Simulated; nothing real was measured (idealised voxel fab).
Title: Process Module voxel transistor to metal
cross-section cut | 165 nm wide | cells 5 nm
In what follows, cross-sections appear as grids of square cells, described through bands that run from the top down, where every band is one or more rows of cells.
Heads up on the band format: heights come first, top then bottom, in nm. After that it's the materials left to right, each with its width in nm. A single material flagged "edge to edge" fills the whole band edge to edge, and "blank" means there's empty space there.
For the purposes of this specification, 0 denotes the height below which the wafer in its as-received condition is composed wholly of one material, and the lowermost band, lacking a lower limit, extends downward without end, as expressed in "0 nm and below".
So if you see something like "30 to 40" for the width, read it as the top row of the band sitting at the first number and the bottom row at the second, with every row in between moving by the same amount as the last.
Step marked "no alterations made"? Then no cell in the cross-section changed in it.
Enclosed voids (no open way to top), threshold 8 cells or more, entry "Sealed void inventory", notation width x height at distance, distance from left edge, nm.
Formally, on a step line, whatever follows the settings is a remark that the simulator itself makes on the step.
A step line may carry the setting "overlay nm", which, for steps involving a mask, states the distance by which the mask lay to the right of its intended position; negative values denote displacement to the left.

## plan
1) RECEIVE (material Si)
2) CONFORMAL_DEP (material SiO2; thk nm 5)
3) CONFORMAL_DEP (material SiN; thk nm 10)
4) PATTERN (tone cover; mask id ACTIVE; material resist; width nm 105; thk nm 15; overlay nm 0)
5) DIRECTIONAL_ETCH (etch materials SiN; depth nm 10)
6) DIRECTIONAL_ETCH (etch materials SiO2; depth nm 5)
7) DIRECTIONAL_ETCH (etch materials Si; depth nm 20)
8) STRIP (etch materials resist)
9) FILL_DEP (material SiO2; thk nm 10)
10) CMP (height nm 15)
11) SELECTIVE_ETCH (etch materials SiO2; depth nm 5)
12) STRIP (etch materials SiN)
13) SELECTIVE_ETCH (etch materials SiO2; depth nm 5)
14) OXIDIZE (depth nm 5)
15) DIRECTIONAL_DEP (material polySi; thk nm 25)
16) DIRECTIONAL_DEP (material SiCN; thk nm 10)
17) DIRECTIONAL_DEP (material aC; thk nm 15)
18) PATTERN (tone cover; mask id GATE; material resist; width nm 15; thk nm 30; overlay nm 0)
19) DIRECTIONAL_ETCH (etch materials aC; depth nm 15)
20) STRIP (etch materials resist)
21) DIRECTIONAL_ETCH (etch materials SiCN; depth nm 20)
22) DIRECTIONAL_ETCH (etch materials polySi; depth nm 35)
23) STRIP (etch materials aC)
24) CONFORMAL_DEP (material SiO2; thk nm 5)
25) DIRECTIONAL_ETCH (etch materials SiO2; depth nm 5)
26) CONFORMAL_DEP (material SiN; thk nm 5)
27) DIRECTIONAL_ETCH (etch materials SiN; depth nm 5)
28) DIRECTIONAL_ETCH (etch materials SiO2; depth nm 5)
29) EPI (material SiGe; thk nm 5)
30) FILL_DEP (material SiO2; thk nm 10)
31) CMP (height nm 35)
32) DIRECTIONAL_DEP (material SiO2; thk nm 10)
33) PATTERN (tone open; mask id CONTACT; material resist; width nm 20; pitch nm 65; thk nm 20; overlay nm 0)
34) DIRECTIONAL_ETCH (etch materials SiO2; depth nm 45)
35) STRIP (etch materials resist)
36) CONFORMAL_DEP (material TiN; thk nm 5)
37) FILL_DEP (material Ru; thk nm 5)
38) CMP (height nm 45)
39) DIRECTIONAL_DEP (material TiN; thk nm 5)
40) DIRECTIONAL_DEP (material W; thk nm 20)
41) MASKED_ETCH (tone cover; mask id METAL_1; width nm 20; pitch nm 65; etch materials W; depth nm 20; overlay nm 0)
42) MASKED_ETCH (tone cover; mask id METAL_1; width nm 20; pitch nm 65; etch materials TiN; depth nm 5; overlay nm 0)
43) CONFORMAL_DEP (material SiCN; thk nm 5)
44) FILL_DEP (material lowk; thk nm 10)
45) CMP (height nm 70)
46) CONFORMAL_DEP (material SiN; thk nm 5)

## Shown in cross-section is the wafer as received, that is, as it stands after step 1
  0 nm and below = Si edge to edge
  Sealed void inventory: none

## Starting wafer: above. Plan: above. Run: one mistake. Cross-section after the module: below
  75 nm to 70 nm = SiN edge to edge
  70 nm to 50 nm = 35 nm lowk  5 nm SiCN  20 nm W  5 nm SiCN  35 nm lowk  5 nm SiCN  20 nm W  5 nm SiCN  35 nm lowk
  50 nm to 45 nm = 40 nm SiCN  20 nm TiN  45 nm SiCN  20 nm TiN  40 nm SiCN
  45 nm to 35 nm = 40 nm SiO2  5 nm TiN  10 nm Ru  5 nm TiN  45 nm SiO2  5 nm TiN  10 nm Ru  5 nm TiN  40 nm SiO2
  35 nm to 25 nm = 40 nm SiO2  5 nm TiN  10 nm Ru  5 nm TiN  5 nm SiN  5 nm SiO2  25 nm SiCN  5 nm SiO2  5 nm SiN  5 nm TiN  10 nm Ru  5 nm TiN  40 nm SiO2
  25 nm to 5 nm = 40 nm SiO2  5 nm TiN  10 nm Ru  5 nm TiN  5 nm SiN  5 nm SiO2  25 nm polySi  5 nm SiO2  5 nm SiN  5 nm TiN  10 nm Ru  5 nm TiN  40 nm SiO2
  5 nm to 0 nm = 30 nm SiO2  5 nm SiN  5 nm SiO2  20 nm TiN  5 nm SiN  5 nm SiO2  25 nm polySi  5 nm SiO2  5 nm SiN  20 nm TiN  5 nm SiO2  5 nm SiN  30 nm SiO2
  0 nm to -5 nm = 35 nm SiO2  25 nm SiGe  45 nm SiO2  25 nm SiGe  35 nm SiO2
  -5 nm to -20 nm = 30 nm SiO2  105 nm Si  30 nm SiO2
  -20 nm and below = Si edge to edge
  Sealed void inventory: none
Nonconformance to the process plan: the process deviated at step 18: the operation and settings actually run there were PATTERN (tone cover; mask id GATE; material resist; width nm 25; thk nm 30; overlay nm 0)
